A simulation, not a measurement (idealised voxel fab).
process module | voxel wiring stack
cross-section cut | 300 nm wide | cells 5 nm
A cross-section is a grid of square cells, given in bands from the top down. A band is one or more rows of cells.
Each band's line starts with the height of the band's top and of its bottom, in nm. Then come its materials from left to right, each with its width in nm. One material with "throughout" fills the band from edge to edge. "air" is empty space.
Height 0 is the level under which the wafer as received is all one material. The lowest band goes on downwards, as in "0 down".
A width such as "30 to 40" changes by the same amount from each row of cells to the next, from the band's top row to its bottom row.
"no change" after a step means that no cell of the cross-section changed.
closed voids: empty space of 8 cells or more with no open way to the top, each as width x height at its distance from the left edge, in nm
after a step's settings: what the simulator itself notes on the step
overlay nm, on a step with a mask: how far to the right of its planned place the mask lay; to the left if negative
plan
1 op RECEIVE | material Si
2 op CONFORMAL_DEP | material SiO2 | thk nm 15
3 op CONFORMAL_DEP | material SiN | thk nm 5
4 op DIRECTIONAL_DEP | material SiO2 | thk nm 15
5 op DIRECTIONAL_DEP | material aC | thk nm 10
6 op PATTERN | tone open | mask id METAL_1 | material resist | width nm 30 | pitch nm 55 | thk nm 25 | overlay nm 0
7 op DIRECTIONAL_ETCH | etch materials aC | depth nm 10
8 op STRIP | etch materials resist
9 op DIRECTIONAL_ETCH | etch materials SiO2 | depth nm 15
10 op DIRECTIONAL_ETCH | etch materials SiN | depth nm 5
11 op STRIP | etch materials aC
12 op CONFORMAL_DEP | material TiN | thk nm 5
13 op FILL_DEP | material Ru | thk nm 10
14 op CMP | height nm 35
15 op CONFORMAL_DEP | material SiCN | thk nm 5
16 op DIRECTIONAL_DEP | material lowk | thk nm 30
17 op PATTERN | tone open | mask id METAL_2 | material resist | width nm 30 | pitch nm 55 | thk nm 20 | overlay nm 0
18 op DIRECTIONAL_ETCH | etch materials lowk | depth nm 20
19 op STRIP | etch materials resist
20 op MASKED_ETCH | tone open | mask id METAL_2_HOLES | width nm 15 | pitch nm 55 | etch materials lowk | depth nm 10 | overlay nm 0
21 op MASKED_ETCH | tone open | mask id METAL_2_HOLES | width nm 15 | pitch nm 55 | etch materials SiCN | depth nm 5 | overlay nm 0
22 op CONFORMAL_DEP | material TiN | thk nm 5
23 op FILL_DEP | material Cu | thk nm 10
24 op CMP | height nm 70
25 op CONFORMAL_DEP | material SiCN | thk nm 5
26 op DIRECTIONAL_DEP | material SiO2 | thk nm 30
27 op MASKED_ETCH | tone open | mask id METAL_3_HOLES | width nm 15 | pitch nm 55 | etch materials SiO2 | depth nm 30 | overlay nm 0
28 op MASKED_ETCH | tone open | mask id METAL_3 | width nm 30 | pitch nm 55 | etch materials SiO2 | depth nm 20 | overlay nm 0
29 op MASKED_ETCH | tone open | mask id METAL_3 | width nm 30 | pitch nm 55 | etch materials SiCN | depth nm 5 | overlay nm 0
30 op CONFORMAL_DEP | material TiN | thk nm 5
31 op FILL_DEP | material Cu | thk nm 5
32 op CMP | height nm 105
33 op CONFORMAL_DEP | material SiCN | thk nm 5
34 op DIRECTIONAL_DEP | material lowk | thk nm 30
35 op MASKED_ETCH | tone open | mask id METAL_4_HOLES | width nm 15 | pitch nm 55 | etch materials lowk | depth nm 30 | overlay nm 0
36 op DIRECTIONAL_DEP | material aC | thk nm 10
37 op PATTERN | tone open | mask id METAL_4 | material resist | width nm 30 | pitch nm 55 | thk nm 30 | overlay nm 0
38 op DIRECTIONAL_ETCH | etch materials aC | depth nm 10
39 op STRIP | etch materials resist
40 op DIRECTIONAL_ETCH | etch materials lowk | depth nm 20
41 op DIRECTIONAL_ETCH | etch materials SiCN | depth nm 5
42 op STRIP | etch materials aC
43 op CONFORMAL_DEP | material TiN | thk nm 5
44 op FILL_DEP | material Cu | thk nm 5
45 op CMP | height nm 140
46 op CONFORMAL_DEP | material SiN | thk nm 5
first wafer, as planned
as received, after step 1
  0 down: Si throughout
  closed voids: none
after step 2
  15 to 0: SiO2 throughout
  below 0: unchanged
after step 3
  20 to 15: SiN throughout
  below 15: unchanged
after step 4
  35 to 20: SiO2 throughout
  below 20: unchanged
after step 5
  45 to 35: aC throughout
  below 35: unchanged
after step 6
  70 to 45: resist 80 | air 30 | resist 25 | air 30 | resist 25 | air 30 | resist 80
  below 45: unchanged
after step 7
  60 to 45: resist 80 | air 30 | resist 25 | air 30 | resist 25 | air 30 | resist 80
  45 to 35: aC 80 | air 30 | aC 25 | air 30 | aC 25 | air 30 | aC 80
  below 35: unchanged
after step 8
  45 to 35: aC 80 | air 30 | aC 25 | air 30 | aC 25 | air 30 | aC 80
  below 35: unchanged
after step 9
  45 to 35: aC 80 | air 30 | aC 25 | air 30 | aC 25 | air 30 | aC 80
  35 to 20: SiO2 80 | air 30 | SiO2 25 | air 30 | SiO2 25 | air 30 | SiO2 80
  below 20: unchanged
after step 10
  45 to 35: aC 80 | air 30 | aC 25 | air 30 | aC 25 | air 30 | aC 80
  35 to 20: SiO2 80 | air 30 | SiO2 25 | air 30 | SiO2 25 | air 30 | SiO2 80
  20 to 15: SiN 80 | air 30 | SiN 25 | air 30 | SiN 25 | air 30 | SiN 80
  below 15: unchanged
after step 11
  35 to 20: SiO2 80 | air 30 | SiO2 25 | air 30 | SiO2 25 | air 30 | SiO2 80
  below 20: unchanged
after step 12
  40 to 35: TiN 85 | air 20 | TiN 35 | air 20 | TiN 35 | air 20 | TiN 85
  35 to 20: SiO2 80 | TiN 5 | air 20 | TiN 5 | SiO2 25 | TiN 5 | air 20 | TiN 5 | SiO2 25 | TiN 5 | air 20 | TiN 5 | SiO2 80
  20 to 15: SiN 80 | TiN 30 | SiN 25 | TiN 30 | SiN 25 | TiN 30 | SiN 80
  below 15: unchanged
after step 13
  50 to 40: Ru throughout
  40 to 35: TiN 85 | Ru 20 | TiN 35 | Ru 20 | TiN 35 | Ru 20 | TiN 85
  35 to 20: SiO2 80 | TiN 5 | Ru 20 | TiN 5 | SiO2 25 | TiN 5 | Ru 20 | TiN 5 | SiO2 25 | TiN 5 | Ru 20 | TiN 5 | SiO2 80
  below 20: unchanged
after step 14
  35 to 20: SiO2 80 | TiN 5 | Ru 20 | TiN 5 | SiO2 25 | TiN 5 | Ru 20 | TiN 5 | SiO2 25 | TiN 5 | Ru 20 | TiN 5 | SiO2 80
  below 20: unchanged
after step 15
  40 to 35: SiCN throughout
  below 35: unchanged
after step 16
  70 to 40: lowk throughout
  below 40: unchanged
after step 17
  90 to 70: resist 80 | air 30 | resist 25 | air 30 | resist 25 | air 30 | resist 80
  below 70: unchanged
after step 18
  90 to 70: resist 80 | air 30 | resist 25 | air 30 | resist 25 | air 30 | resist 80
  70 to 50: lowk 80 | air 30 | lowk 25 | air 30 | lowk 25 | air 30 | lowk 80
  below 50: unchanged
after step 19
  70 to 50: lowk 80 | air 30 | lowk 25 | air 30 | lowk 25 | air 30 | lowk 80
  below 50: unchanged
after step 20
  70 to 50: lowk 80 | air 30 | lowk 25 | air 30 | lowk 25 | air 30 | lowk 80
  50 to 40: lowk 80 | air 15 | lowk 40 | air 15 | lowk 40 | air 15 | lowk 95
  below 40: unchanged
after step 21
  70 to 50: lowk 80 | air 30 | lowk 25 | air 30 | lowk 25 | air 30 | lowk 80
  50 to 40: lowk 80 | air 15 | lowk 40 | air 15 | lowk 40 | air 15 | lowk 95
  40 to 35: SiCN 80 | air 15 | SiCN 40 | air 15 | SiCN 40 | air 15 | SiCN 95
  below 35: unchanged
after step 22
  75 to 70: TiN 85 | air 20 | TiN 35 | air 20 | TiN 35 | air 20 | TiN 85
  70 to 55: lowk 80 | TiN 5 | air 20 | TiN 5 | lowk 25 | TiN 5 | air 20 | TiN 5 | lowk 25 | TiN 5 | air 20 | TiN 5 | lowk 80
  55 to 50: lowk 80 | TiN 5 | air 5 | TiN 20 | lowk 25 | TiN 5 | air 5 | TiN 20 | lowk 25 | TiN 5 | air 5 | TiN 20 | lowk 80
  50 to 40: lowk 80 | TiN 5 | air 5 | TiN 5 | lowk 40 | TiN 5 | air 5 | TiN 5 | lowk 40 | TiN 5 | air 5 | TiN 5 | lowk 95
  40 to 35: SiCN 80 | TiN 15 | SiCN 40 | TiN 15 | SiCN 40 | TiN 15 | SiCN 95
  below 35: unchanged
after step 23
  85 to 75: Cu throughout
  75 to 70: TiN 85 | Cu 20 | TiN 35 | Cu 20 | TiN 35 | Cu 20 | TiN 85
  70 to 55: lowk 80 | TiN 5 | Cu 20 | TiN 5 | lowk 25 | TiN 5 | Cu 20 | TiN 5 | lowk 25 | TiN 5 | Cu 20 | TiN 5 | lowk 80
  55 to 50: lowk 80 | TiN 5 | Cu 5 | TiN 20 | lowk 25 | TiN 5 | Cu 5 | TiN 20 | lowk 25 | TiN 5 | Cu 5 | TiN 20 | lowk 80
  50 to 40: lowk 80 | TiN 5 | Cu 5 | TiN 5 | lowk 40 | TiN 5 | Cu 5 | TiN 5 | lowk 40 | TiN 5 | Cu 5 | TiN 5 | lowk 95
  below 40: unchanged
after step 24
  70 to 55: lowk 80 | TiN 5 | Cu 20 | TiN 5 | lowk 25 | TiN 5 | Cu 20 | TiN 5 | lowk 25 | TiN 5 | Cu 20 | TiN 5 | lowk 80
  below 55: unchanged
after step 25
  75 to 70: SiCN throughout
  below 70: unchanged
after step 26
  105 to 75: SiO2 throughout
  below 75: unchanged
after step 27
  105 to 75: SiO2 80 | air 15 | SiO2 40 | air 15 | SiO2 40 | air 15 | SiO2 95
  below 75: unchanged
after step 28
  105 to 85: SiO2 80 | air 30 | SiO2 25 | air 30 | SiO2 25 | air 30 | SiO2 80
  below 85: unchanged
after step 29
  105 to 85: SiO2 80 | air 30 | SiO2 25 | air 30 | SiO2 25 | air 30 | SiO2 80
  85 to 75: SiO2 80 | air 15 | SiO2 40 | air 15 | SiO2 40 | air 15 | SiO2 95
  75 to 70: SiCN 80 | air 15 | SiCN 40 | air 15 | SiCN 40 | air 15 | SiCN 95
  below 70: unchanged
after step 30
  110 to 105: TiN 85 | air 20 | TiN 35 | air 20 | TiN 35 | air 20 | TiN 85
  105 to 90: SiO2 80 | TiN 5 | air 20 | TiN 5 | SiO2 25 | TiN 5 | air 20 | TiN 5 | SiO2 25 | TiN 5 | air 20 | TiN 5 | SiO2 80
  90 to 85: SiO2 80 | TiN 5 | air 5 | TiN 20 | SiO2 25 | TiN 5 | air 5 | TiN 20 | SiO2 25 | TiN 5 | air 5 | TiN 20 | SiO2 80
  85 to 75: SiO2 80 | TiN 5 | air 5 | TiN 5 | SiO2 40 | TiN 5 | air 5 | TiN 5 | SiO2 40 | TiN 5 | air 5 | TiN 5 | SiO2 95
  75 to 70: SiCN 80 | TiN 15 | SiCN 40 | TiN 15 | SiCN 40 | TiN 15 | SiCN 95
  below 70: unchanged
after step 31
  115 to 110: Cu throughout
  110 to 105: TiN 85 | Cu 20 | TiN 35 | Cu 20 | TiN 35 | Cu 20 | TiN 85
  105 to 90: SiO2 80 | TiN 5 | Cu 20 | TiN 5 | SiO2 25 | TiN 5 | Cu 20 | TiN 5 | SiO2 25 | TiN 5 | Cu 20 | TiN 5 | SiO2 80
  90 to 85: SiO2 80 | TiN 5 | Cu 5 | TiN 20 | SiO2 25 | TiN 5 | Cu 5 | TiN 20 | SiO2 25 | TiN 5 | Cu 5 | TiN 20 | SiO2 80
  85 to 75: SiO2 80 | TiN 5 | Cu 5 | TiN 5 | SiO2 40 | TiN 5 | Cu 5 | TiN 5 | SiO2 40 | TiN 5 | Cu 5 | TiN 5 | SiO2 95
  below 75: unchanged
after step 32
  105 to 90: SiO2 80 | TiN 5 | Cu 20 | TiN 5 | SiO2 25 | TiN 5 | Cu 20 | TiN 5 | SiO2 25 | TiN 5 | Cu 20 | TiN 5 | SiO2 80
  below 90: unchanged
after step 33
  110 to 105: SiCN throughout
  below 105: unchanged
after step 34
  140 to 110: lowk throughout
  below 110: unchanged
after step 35
  140 to 110: lowk 80 | air 15 | lowk 40 | air 15 | lowk 40 | air 15 | lowk 95
  below 110: unchanged
after step 36
  150 to 140: aC 80 | air 15 | aC 40 | air 15 | aC 40 | air 15 | aC 95
  140 to 120: lowk 80 | air 15 | lowk 40 | air 15 | lowk 40 | air 15 | lowk 95
  120 to 110: lowk 80 | aC 15 | lowk 40 | aC 15 | lowk 40 | aC 15 | lowk 95
  below 110: unchanged
after step 37
  180 to 150: resist 80 | air 30 | resist 25 | air 30 | resist 25 | air 30 | resist 80
  below 150: unchanged
after step 38
  170 to 150: resist 80 | air 30 | resist 25 | air 30 | resist 25 | air 30 | resist 80
  150 to 140: aC 80 | air 30 | aC 25 | air 30 | aC 25 | air 30 | aC 80
  140 to 110: lowk 80 | air 15 | lowk 40 | air 15 | lowk 40 | air 15 | lowk 95
  below 110: unchanged
after step 39
  150 to 140: aC 80 | air 30 | aC 25 | air 30 | aC 25 | air 30 | aC 80
  below 140: unchanged
after step 40
  150 to 140: aC 80 | air 30 | aC 25 | air 30 | aC 25 | air 30 | aC 80
  140 to 120: lowk 80 | air 30 | lowk 25 | air 30 | lowk 25 | air 30 | lowk 80
  below 120: unchanged
after step 41
  150 to 140: aC 80 | air 30 | aC 25 | air 30 | aC 25 | air 30 | aC 80
  140 to 120: lowk 80 | air 30 | lowk 25 | air 30 | lowk 25 | air 30 | lowk 80
  120 to 110: lowk 80 | air 15 | lowk 40 | air 15 | lowk 40 | air 15 | lowk 95
  110 to 105: SiCN 80 | air 15 | SiCN 40 | air 15 | SiCN 40 | air 15 | SiCN 95
  below 105: unchanged
after step 42
  140 to 120: lowk 80 | air 30 | lowk 25 | air 30 | lowk 25 | air 30 | lowk 80
  below 120: unchanged
after step 43
  145 to 140: TiN 85 | air 20 | TiN 35 | air 20 | TiN 35 | air 20 | TiN 85
  140 to 125: lowk 80 | TiN 5 | air 20 | TiN 5 | lowk 25 | TiN 5 | air 20 | TiN 5 | lowk 25 | TiN 5 | air 20 | TiN 5 | lowk 80
  125 to 120: lowk 80 | TiN 5 | air 5 | TiN 20 | lowk 25 | TiN 5 | air 5 | TiN 20 | lowk 25 | TiN 5 | air 5 | TiN 20 | lowk 80
  120 to 110: lowk 80 | TiN 5 | air 5 | TiN 5 | lowk 40 | TiN 5 | air 5 | TiN 5 | lowk 40 | TiN 5 | air 5 | TiN 5 | lowk 95
  110 to 105: SiCN 80 | TiN 15 | SiCN 40 | TiN 15 | SiCN 40 | TiN 15 | SiCN 95
  below 105: unchanged
after step 44
  150 to 145: Cu throughout
  145 to 140: TiN 85 | Cu 20 | TiN 35 | Cu 20 | TiN 35 | Cu 20 | TiN 85
  140 to 125: lowk 80 | TiN 5 | Cu 20 | TiN 5 | lowk 25 | TiN 5 | Cu 20 | TiN 5 | lowk 25 | TiN 5 | Cu 20 | TiN 5 | lowk 80
  125 to 120: lowk 80 | TiN 5 | Cu 5 | TiN 20 | lowk 25 | TiN 5 | Cu 5 | TiN 20 | lowk 25 | TiN 5 | Cu 5 | TiN 20 | lowk 80
  120 to 110: lowk 80 | TiN 5 | Cu 5 | TiN 5 | lowk 40 | TiN 5 | Cu 5 | TiN 5 | lowk 40 | TiN 5 | Cu 5 | TiN 5 | lowk 95
  below 110: unchanged
after step 45
  140 to 125: lowk 80 | TiN 5 | Cu 20 | TiN 5 | lowk 25 | TiN 5 | Cu 20 | TiN 5 | lowk 25 | TiN 5 | Cu 20 | TiN 5 | lowk 80
  below 125: unchanged
after step 46
  145 to 140: SiN throughout
  below 140: unchanged
second wafer: like start, like plan, one mistake. Through step 1 it matches the first wafer
when step 2 should have ended: no change
when step 3 should have ended
  5 to 0: SiN throughout
  below 0: unchanged
when step 4 should have ended
  20 to 5: SiO2 throughout
  below 5: unchanged
when step 5 should have ended
  30 to 20: aC throughout
  below 20: unchanged
when step 6 should have ended
  55 to 30: resist 80 | air 30 | resist 25 | air 30 | resist 25 | air 30 | resist 80
  below 30: unchanged
when step 7 should have ended
  45 to 30: resist 80 | air 30 | resist 25 | air 30 | resist 25 | air 30 | resist 80
  30 to 20: aC 80 | air 30 | aC 25 | air 30 | aC 25 | air 30 | aC 80
  below 20: unchanged
when step 8 should have ended
  30 to 20: aC 80 | air 30 | aC 25 | air 30 | aC 25 | air 30 | aC 80
  below 20: unchanged
when step 9 should have ended
  30 to 20: aC 80 | air 30 | aC 25 | air 30 | aC 25 | air 30 | aC 80
  20 to 5: SiO2 80 | air 30 | SiO2 25 | air 30 | SiO2 25 | air 30 | SiO2 80
  below 5: unchanged
when step 10 should have ended
  30 to 20: aC 80 | air 30 | aC 25 | air 30 | aC 25 | air 30 | aC 80
  20 to 5: SiO2 80 | air 30 | SiO2 25 | air 30 | SiO2 25 | air 30 | SiO2 80
  5 to 0: SiN 80 | air 30 | SiN 25 | air 30 | SiN 25 | air 30 | SiN 80
  below 0: unchanged
when step 11 should have ended
  20 to 5: SiO2 80 | air 30 | SiO2 25 | air 30 | SiO2 25 | air 30 | SiO2 80
  below 5: unchanged
when step 12 should have ended
  25 to 20: TiN 85 | air 20 | TiN 35 | air 20 | TiN 35 | air 20 | TiN 85
  20 to 5: SiO2 80 | TiN 5 | air 20 | TiN 5 | SiO2 25 | TiN 5 | air 20 | TiN 5 | SiO2 25 | TiN 5 | air 20 | TiN 5 | SiO2 80
  5 to 0: SiN 80 | TiN 30 | SiN 25 | TiN 30 | SiN 25 | TiN 30 | SiN 80
  below 0: unchanged
when step 13 should have ended
  35 to 25: Ru throughout
  25 to 20: TiN 85 | Ru 20 | TiN 35 | Ru 20 | TiN 35 | Ru 20 | TiN 85
  20 to 5: SiO2 80 | TiN 5 | Ru 20 | TiN 5 | SiO2 25 | TiN 5 | Ru 20 | TiN 5 | SiO2 25 | TiN 5 | Ru 20 | TiN 5 | SiO2 80
  below 5: unchanged
when step 14 should have ended: no change
when step 15 should have ended
  40 to 35: SiCN throughout
  below 35: unchanged
when step 16 should have ended
  70 to 40: lowk throughout
  below 40: unchanged
when step 17 should have ended
  90 to 70: resist 80 | air 30 | resist 25 | air 30 | resist 25 | air 30 | resist 80
  below 70: unchanged
when step 18 should have ended
  90 to 70: resist 80 | air 30 | resist 25 | air 30 | resist 25 | air 30 | resist 80
  70 to 50: lowk 80 | air 30 | lowk 25 | air 30 | lowk 25 | air 30 | lowk 80
  below 50: unchanged
when step 19 should have ended
  70 to 50: lowk 80 | air 30 | lowk 25 | air 30 | lowk 25 | air 30 | lowk 80
  below 50: unchanged
when step 20 should have ended
  70 to 50: lowk 80 | air 30 | lowk 25 | air 30 | lowk 25 | air 30 | lowk 80
  50 to 40: lowk 80 | air 15 | lowk 40 | air 15 | lowk 40 | air 15 | lowk 95
  below 40: unchanged
when step 21 should have ended
  70 to 50: lowk 80 | air 30 | lowk 25 | air 30 | lowk 25 | air 30 | lowk 80
  50 to 40: lowk 80 | air 15 | lowk 40 | air 15 | lowk 40 | air 15 | lowk 95
  40 to 35: SiCN 80 | air 15 | SiCN 40 | air 15 | SiCN 40 | air 15 | SiCN 95
  below 35: unchanged
when step 22 should have ended
  75 to 70: TiN 85 | air 20 | TiN 35 | air 20 | TiN 35 | air 20 | TiN 85
  70 to 55: lowk 80 | TiN 5 | air 20 | TiN 5 | lowk 25 | TiN 5 | air 20 | TiN 5 | lowk 25 | TiN 5 | air 20 | TiN 5 | lowk 80
  55 to 50: lowk 80 | TiN 5 | air 5 | TiN 20 | lowk 25 | TiN 5 | air 5 | TiN 20 | lowk 25 | TiN 5 | air 5 | TiN 20 | lowk 80
  50 to 40: lowk 80 | TiN 5 | air 5 | TiN 5 | lowk 40 | TiN 5 | air 5 | TiN 5 | lowk 40 | TiN 5 | air 5 | TiN 5 | lowk 95
  40 to 35: SiCN 80 | TiN 15 | SiCN 40 | TiN 15 | SiCN 40 | TiN 15 | SiCN 95
  below 35: unchanged
when step 23 should have ended
  85 to 75: Cu throughout
  75 to 70: TiN 85 | Cu 20 | TiN 35 | Cu 20 | TiN 35 | Cu 20 | TiN 85
  70 to 55: lowk 80 | TiN 5 | Cu 20 | TiN 5 | lowk 25 | TiN 5 | Cu 20 | TiN 5 | lowk 25 | TiN 5 | Cu 20 | TiN 5 | lowk 80
  55 to 50: lowk 80 | TiN 5 | Cu 5 | TiN 20 | lowk 25 | TiN 5 | Cu 5 | TiN 20 | lowk 25 | TiN 5 | Cu 5 | TiN 20 | lowk 80
  50 to 40: lowk 80 | TiN 5 | Cu 5 | TiN 5 | lowk 40 | TiN 5 | Cu 5 | TiN 5 | lowk 40 | TiN 5 | Cu 5 | TiN 5 | lowk 95
  below 40: unchanged
when step 24 should have ended
  70 to 55: lowk 80 | TiN 5 | Cu 20 | TiN 5 | lowk 25 | TiN 5 | Cu 20 | TiN 5 | lowk 25 | TiN 5 | Cu 20 | TiN 5 | lowk 80
  below 55: unchanged
when step 25 should have ended
  75 to 70: SiCN throughout
  below 70: unchanged
when step 26 should have ended
  105 to 75: SiO2 throughout
  below 75: unchanged
when step 27 should have ended
  105 to 75: SiO2 80 | air 15 | SiO2 40 | air 15 | SiO2 40 | air 15 | SiO2 95
  below 75: unchanged
when step 28 should have ended
  105 to 85: SiO2 80 | air 30 | SiO2 25 | air 30 | SiO2 25 | air 30 | SiO2 80
  below 85: unchanged
when step 29 should have ended
  105 to 85: SiO2 80 | air 30 | SiO2 25 | air 30 | SiO2 25 | air 30 | SiO2 80
  85 to 75: SiO2 80 | air 15 | SiO2 40 | air 15 | SiO2 40 | air 15 | SiO2 95
  75 to 70: SiCN 80 | air 15 | SiCN 40 | air 15 | SiCN 40 | air 15 | SiCN 95
  below 70: unchanged
when step 30 should have ended
  110 to 105: TiN 85 | air 20 | TiN 35 | air 20 | TiN 35 | air 20 | TiN 85
  105 to 90: SiO2 80 | TiN 5 | air 20 | TiN 5 | SiO2 25 | TiN 5 | air 20 | TiN 5 | SiO2 25 | TiN 5 | air 20 | TiN 5 | SiO2 80
  90 to 85: SiO2 80 | TiN 5 | air 5 | TiN 20 | SiO2 25 | TiN 5 | air 5 | TiN 20 | SiO2 25 | TiN 5 | air 5 | TiN 20 | SiO2 80
  85 to 75: SiO2 80 | TiN 5 | air 5 | TiN 5 | SiO2 40 | TiN 5 | air 5 | TiN 5 | SiO2 40 | TiN 5 | air 5 | TiN 5 | SiO2 95
  75 to 70: SiCN 80 | TiN 15 | SiCN 40 | TiN 15 | SiCN 40 | TiN 15 | SiCN 95
  below 70: unchanged
when step 31 should have ended
  115 to 110: Cu throughout
  110 to 105: TiN 85 | Cu 20 | TiN 35 | Cu 20 | TiN 35 | Cu 20 | TiN 85
  105 to 90: SiO2 80 | TiN 5 | Cu 20 | TiN 5 | SiO2 25 | TiN 5 | Cu 20 | TiN 5 | SiO2 25 | TiN 5 | Cu 20 | TiN 5 | SiO2 80
  90 to 85: SiO2 80 | TiN 5 | Cu 5 | TiN 20 | SiO2 25 | TiN 5 | Cu 5 | TiN 20 | SiO2 25 | TiN 5 | Cu 5 | TiN 20 | SiO2 80
  85 to 75: SiO2 80 | TiN 5 | Cu 5 | TiN 5 | SiO2 40 | TiN 5 | Cu 5 | TiN 5 | SiO2 40 | TiN 5 | Cu 5 | TiN 5 | SiO2 95
  below 75: unchanged
when step 32 should have ended
  105 to 90: SiO2 80 | TiN 5 | Cu 20 | TiN 5 | SiO2 25 | TiN 5 | Cu 20 | TiN 5 | SiO2 25 | TiN 5 | Cu 20 | TiN 5 | SiO2 80
  below 90: unchanged
when step 33 should have ended
  110 to 105: SiCN throughout
  below 105: unchanged
when step 34 should have ended
  140 to 110: lowk throughout
  below 110: unchanged
when step 35 should have ended
  140 to 110: lowk 80 | air 15 | lowk 40 | air 15 | lowk 40 | air 15 | lowk 95
  below 110: unchanged
when step 36 should have ended
  150 to 140: aC 80 | air 15 | aC 40 | air 15 | aC 40 | air 15 | aC 95
  140 to 120: lowk 80 | air 15 | lowk 40 | air 15 | lowk 40 | air 15 | lowk 95
  120 to 110: lowk 80 | aC 15 | lowk 40 | aC 15 | lowk 40 | aC 15 | lowk 95
  below 110: unchanged
when step 37 should have ended
  180 to 150: resist 80 | air 30 | resist 25 | air 30 | resist 25 | air 30 | resist 80
  below 150: unchanged
when step 38 should have ended
  170 to 150: resist 80 | air 30 | resist 25 | air 30 | resist 25 | air 30 | resist 80
  150 to 140: aC 80 | air 30 | aC 25 | air 30 | aC 25 | air 30 | aC 80
  140 to 110: lowk 80 | air 15 | lowk 40 | air 15 | lowk 40 | air 15 | lowk 95
  below 110: unchanged
when step 39 should have ended
  150 to 140: aC 80 | air 30 | aC 25 | air 30 | aC 25 | air 30 | aC 80
  below 140: unchanged
when step 40 should have ended
  150 to 140: aC 80 | air 30 | aC 25 | air 30 | aC 25 | air 30 | aC 80
  140 to 120: lowk 80 | air 30 | lowk 25 | air 30 | lowk 25 | air 30 | lowk 80
  below 120: unchanged
when step 41 should have ended
  150 to 140: aC 80 | air 30 | aC 25 | air 30 | aC 25 | air 30 | aC 80
  140 to 120: lowk 80 | air 30 | lowk 25 | air 30 | lowk 25 | air 30 | lowk 80
  120 to 110: lowk 80 | air 15 | lowk 40 | air 15 | lowk 40 | air 15 | lowk 95
  110 to 105: SiCN 80 | air 15 | SiCN 40 | air 15 | SiCN 40 | air 15 | SiCN 95
  below 105: unchanged
when step 42 should have ended
  140 to 120: lowk 80 | air 30 | lowk 25 | air 30 | lowk 25 | air 30 | lowk 80
  below 120: unchanged
when step 43 should have ended
  145 to 140: TiN 85 | air 20 | TiN 35 | air 20 | TiN 35 | air 20 | TiN 85
  140 to 125: lowk 80 | TiN 5 | air 20 | TiN 5 | lowk 25 | TiN 5 | air 20 | TiN 5 | lowk 25 | TiN 5 | air 20 | TiN 5 | lowk 80
  125 to 120: lowk 80 | TiN 5 | air 5 | TiN 20 | lowk 25 | TiN 5 | air 5 | TiN 20 | lowk 25 | TiN 5 | air 5 | TiN 20 | lowk 80
  120 to 110: lowk 80 | TiN 5 | air 5 | TiN 5 | lowk 40 | TiN 5 | air 5 | TiN 5 | lowk 40 | TiN 5 | air 5 | TiN 5 | lowk 95
  110 to 105: SiCN 80 | TiN 15 | SiCN 40 | TiN 15 | SiCN 40 | TiN 15 | SiCN 95
  below 105: unchanged
when step 44 should have ended
  150 to 145: Cu throughout
  145 to 140: TiN 85 | Cu 20 | TiN 35 | Cu 20 | TiN 35 | Cu 20 | TiN 85
  140 to 125: lowk 80 | TiN 5 | Cu 20 | TiN 5 | lowk 25 | TiN 5 | Cu 20 | TiN 5 | lowk 25 | TiN 5 | Cu 20 | TiN 5 | lowk 80
  125 to 120: lowk 80 | TiN 5 | Cu 5 | TiN 20 | lowk 25 | TiN 5 | Cu 5 | TiN 20 | lowk 25 | TiN 5 | Cu 5 | TiN 20 | lowk 80
  120 to 110: lowk 80 | TiN 5 | Cu 5 | TiN 5 | lowk 40 | TiN 5 | Cu 5 | TiN 5 | lowk 40 | TiN 5 | Cu 5 | TiN 5 | lowk 95
  below 110: unchanged
when step 45 should have ended
  140 to 125: lowk 80 | TiN 5 | Cu 20 | TiN 5 | lowk 25 | TiN 5 | Cu 20 | TiN 5 | lowk 25 | TiN 5 | Cu 20 | TiN 5 | lowk 80
  below 125: unchanged
when step 46 should have ended
  145 to 140: SiN throughout
  below 140: unchanged
what went wrong: step 2 was left out
at the end the second wafer has, in cells: 132 more of Ru | 180 fewer of SiO2 | 48 more of TiN
